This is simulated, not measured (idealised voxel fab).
process module | voxel double patterning
cross-section cut | 160 nm wide | cells 5 nm
A cross-section is a grid of square cells, given in bands from the top down. A band is one or more rows of cells.
Each band's line starts with the height of the band's top and of its bottom, in nm. Then come its materials from left to right, each with its width in nm. One material with "throughout" fills the band from edge to edge. "air" is empty space.
Height 0 is the level under which the wafer as received is all one material. The lowest band goes on downwards, as in "0 down".
A width such as "30 to 40" changes by the same amount from each row of cells to the next, from the band's top row to its bottom row.
"no change" after a step means that no cell of the cross-section changed.
closed voids: empty space of 8 cells or more with no open way to the top, each as width x height at its distance from the left edge, in nm
after a step's settings: what the simulator itself notes on the step
overlay nm, on a step with a mask: how far to the right of its planned place the mask lay; to the left if negative
plan
1 op RECEIVE | material Si
2 op CONFORMAL_DEP | material SiO2 | thk nm 10
3 op DIRECTIONAL_DEP | material polySi | thk nm 15
4 op DIRECTIONAL_DEP | material SiN | thk nm 10
5 op PATTERN | tone open | mask id FIRST | material resist | width nm 15 | pitch nm 50 | thk nm 20 | overlay nm 0
6 op DIRECTIONAL_ETCH | etch materials SiN | depth nm 10
7 op STRIP | etch materials resist
8 op MASKED_ETCH | tone open | mask id SECOND | width nm 15 | pitch nm 50 | etch materials SiN | depth nm 10 | overlay nm 0
9 op DIRECTIONAL_ETCH | etch materials polySi | depth nm 15
10 op STRIP | etch materials SiN
first wafer, as planned
as received, after step 1
  0 down: Si throughout
  closed voids: none
after step 2
  10 to 0: SiO2 throughout
  below 0: unchanged
after step 3
  25 to 10: polySi throughout
  below 10: unchanged
after step 4
  35 to 25: SiN throughout
  below 25: unchanged
after step 5
  55 to 35: resist 20 | air 15 | resist 35 | air 15 | resist 35 | air 15 | resist 25
  below 35: unchanged
after step 6
  55 to 35: resist 20 | air 15 | resist 35 | air 15 | resist 35 | air 15 | resist 25
  35 to 25: SiN 20 | air 15 | SiN 35 | air 15 | SiN 35 | air 15 | SiN 25
  below 25: unchanged
after step 7
  35 to 25: SiN 20 | air 15 | SiN 35 | air 15 | SiN 35 | air 15 | SiN 25
  below 25: unchanged
after step 8
  35 to 25: SiN 20 | air 15 | SiN 10 | air 15 | SiN 10 | air 15 | SiN 10 | air 15 | SiN 10 | air 15 | SiN 25
  below 25: unchanged
after step 9
  35 to 25: SiN 20 | air 15 | SiN 10 | air 15 | SiN 10 | air 15 | SiN 10 | air 15 | SiN 10 | air 15 | SiN 25
  25 to 10: polySi 20 | air 15 | polySi 10 | air 15 | polySi 10 | air 15 | polySi 10 | air 15 | polySi 10 | air 15 | polySi 25
  below 10: unchanged
after step 10
  25 to 10: polySi 20 | air 15 | polySi 10 | air 15 | polySi 10 | air 15 | polySi 10 | air 15 | polySi 10 | air 15 | polySi 25
  below 10: unchanged
second wafer: like start, like plan, one mistake. Through step 4 it matches the first wafer
when step 5 should have ended
  55 to 35: air 20 | resist 15 | air 35 | resist 15 | air 35 | resist 15 | air 25
  below 35: unchanged
when step 6 should have ended
  55 to 35: air 20 | resist 15 | air 35 | resist 15 | air 35 | resist 15 | air 25
  35 to 25: air 20 | SiN 15 | air 35 | SiN 15 | air 35 | SiN 15 | air 25
  below 25: unchanged
when step 7 should have ended
  35 to 25: air 20 | SiN 15 | air 35 | SiN 15 | air 35 | SiN 15 | air 25
  below 25: unchanged
when step 8 should have ended: no change
when step 9 should have ended
  35 to 25: air 20 | SiN 15 | air 35 | SiN 15 | air 35 | SiN 15 | air 25
  25 to 10: air 20 | polySi 15 | air 35 | polySi 15 | air 35 | polySi 15 | air 25
  below 10: unchanged
when step 10 should have ended
  25 to 10: air 20 | polySi 15 | air 35 | polySi 15 | air 35 | polySi 15 | air 25
  below 10: unchanged
what went wrong: step 5 ran as: op PATTERN | tone cover | mask id FIRST | material resist | width nm 15 | pitch nm 50 | thk nm 20 | overlay nm 0
at the end the second wafer has, in cells: 24 fewer of polySi
